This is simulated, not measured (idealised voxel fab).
A process module follows: voxel gate over fins.
The width of the displayed cross-section, cut, is 300 nm; its cells are square, with a size of 5 nm.
This document writes a cross-section as a grid whose cells are square, and gives it as bands, listed from the top down; one or more rows of cells form a band.
This entry defines a band. It first specifies the height of the band's top and the height of its bottom in nm, and then specifies the band's materials from left to right, stating each material with its width in nm. The word "full width" identifies a single material that fills the band from edge to edge, while the word "blank" identifies empty space.
Heights are measured from 0, the level below which the as-received wafer is all one material; the lowest band has no bottom and continues downward, written as in "0..down".
Think of "30 to 40" as a width that walks from the first number to the second as you go down the band, top row to bottom row, taking equal-sized steps from row to row.
"no alterations made", as given for a step, is the statement that not any cell of the cross-section underwent a change during that step.
Voids not open to the top, 8 cells minimum: see "Closed void roster". Written width x height at distance; distance is from the left edge; nm.
Whatever follows a step's settings on its line is a remark the simulator itself makes about that step.
Regarding "overlay nm": on a step with a mask, it is the distance the mask lay to the right of its planned place; a negative value places it to the left.
-- Here's what the planned process steps look like
- 1: op RECEIVE | material Si
- 2: op CONFORMAL_DEP | material SiN | thk nm 5
- 3: op DIRECTIONAL_DEP | material aC | thk nm 10
- 4: op PATTERN | tone cover | mask id FINS | material resist | width nm 15 | pitch nm 40 | thk nm 30 | overlay nm 0
- 5: op DIRECTIONAL_ETCH | etch materials aC | depth nm 10
- 6: op STRIP | etch materials resist
- 7: op DIRECTIONAL_ETCH | etch materials SiN | depth nm 5
- 8: op DIRECTIONAL_ETCH | etch materials Si | depth nm 30
- 9: op STRIP | etch materials aC
- 10: op OXIDIZE | depth nm 5
- 11: op FILL_DEP | material SiO2 | thk nm 10
- 12: op CMP | height nm 5
- 13: op SELECTIVE_ETCH | etch materials SiO2 | depth nm 20
- 14: op STRIP | etch materials SiN
- 15: op CONFORMAL_DEP | material HfO2 | thk nm 5
- 16: op CONFORMAL_DEP | material TiN | thk nm 5
- 17: op CONFORMAL_DEP | material TiAl | thk nm 5
- 18: op CONFORMAL_DEP | material TiN | thk nm 5
- 19: op FILL_DEP | material W | thk nm 15
- 20: op CMP | height nm 30
- 21: op CONFORMAL_DEP | material SiCN | thk nm 5
-- Cross-section, incoming material, after step 1
* 0..down  Si full width
* Closed void roster: none
-- Figure: cross-sectional view of the wafer upon completion of the module, processed from the initial state and according to the plan depicted above, with one error introduced during execution
* 35..30  SiCN full width
* 30..20  W full width
* 20..15  W 85 nm; TiN 125 nm; W 90 nm
* 15..10  W 85 nm; TiN 5 nm; TiAl 35 nm; TiN 5 nm; TiAl 35 nm; TiN 5 nm; TiAl 35 nm; TiN 5 nm; W 90 nm
* 10..5  W 85 nm; TiN 5 nm; TiAl 5 nm; TiN 25 nm; TiAl 5 nm; TiN 5 nm; TiAl 5 nm; TiN 25 nm; TiAl 5 nm; TiN 5 nm; TiAl 5 nm; TiN 25 nm; TiAl 5 nm; TiN 5 nm; W 90 nm
* 5..0  W 85 nm; TiN 5 nm; TiAl 5 nm; TiN 5 nm; HfO2 15 nm; TiN 5 nm; TiAl 5 nm; TiN 5 nm; TiAl 5 nm; TiN 5 nm; HfO2 15 nm; TiN 5 nm; TiAl 5 nm; TiN 5 nm; TiAl 5 nm; TiN 5 nm; HfO2 15 nm; TiN 5 nm; TiAl 5 nm; TiN 5 nm; W 90 nm
* 0..-15  W 85 nm; TiN 5 nm; TiAl 5 nm; TiN 5 nm; HfO2 5 nm; Si 5 nm; HfO2 5 nm; TiN 5 nm; TiAl 5 nm; TiN 5 nm; TiAl 5 nm; TiN 5 nm; HfO2 5 nm; Si 5 nm; HfO2 5 nm; TiN 5 nm; TiAl 5 nm; TiN 5 nm; TiAl 5 nm; TiN 5 nm; HfO2 5 nm; Si 5 nm; HfO2 5 nm; TiN 5 nm; TiAl 5 nm; TiN 5 nm; W 90 nm
* -15..-20  TiN 90 nm; TiAl 5 nm; TiN 5 nm; HfO2 5 nm; Si 5 nm; HfO2 5 nm; TiN 5 nm; TiAl 5 nm; TiN 5 nm; TiAl 5 nm; TiN 5 nm; HfO2 5 nm; Si 5 nm; HfO2 5 nm; TiN 5 nm; TiAl 5 nm; TiN 5 nm; TiAl 5 nm; TiN 5 nm; HfO2 5 nm; Si 5 nm; HfO2 5 nm; TiN 5 nm; TiAl 5 nm; TiN 95 nm
* -20..-25  TiAl 95 nm; TiN 5 nm; HfO2 5 nm; Si 5 nm; HfO2 5 nm; TiN 5 nm; TiAl 15 nm; TiN 5 nm; HfO2 5 nm; Si 5 nm; HfO2 5 nm; TiN 5 nm; TiAl 15 nm; TiN 5 nm; HfO2 5 nm; Si 5 nm; HfO2 5 nm; TiN 5 nm; TiAl 100 nm
* -25..-30  TiN 100 nm; HfO2 5 nm; Si 5 nm; HfO2 5 nm; TiN 25 nm; HfO2 5 nm; Si 5 nm; HfO2 5 nm; TiN 25 nm; HfO2 5 nm; Si 5 nm; HfO2 5 nm; TiN 105 nm
* -30..-35  HfO2 105 nm; Si 5 nm; HfO2 35 nm; Si 5 nm; HfO2 35 nm; Si 5 nm; HfO2 110 nm
* -35..down  Si full width
* Closed void roster: none
What was done differently from what was planned? plan step 13 was conducted twice
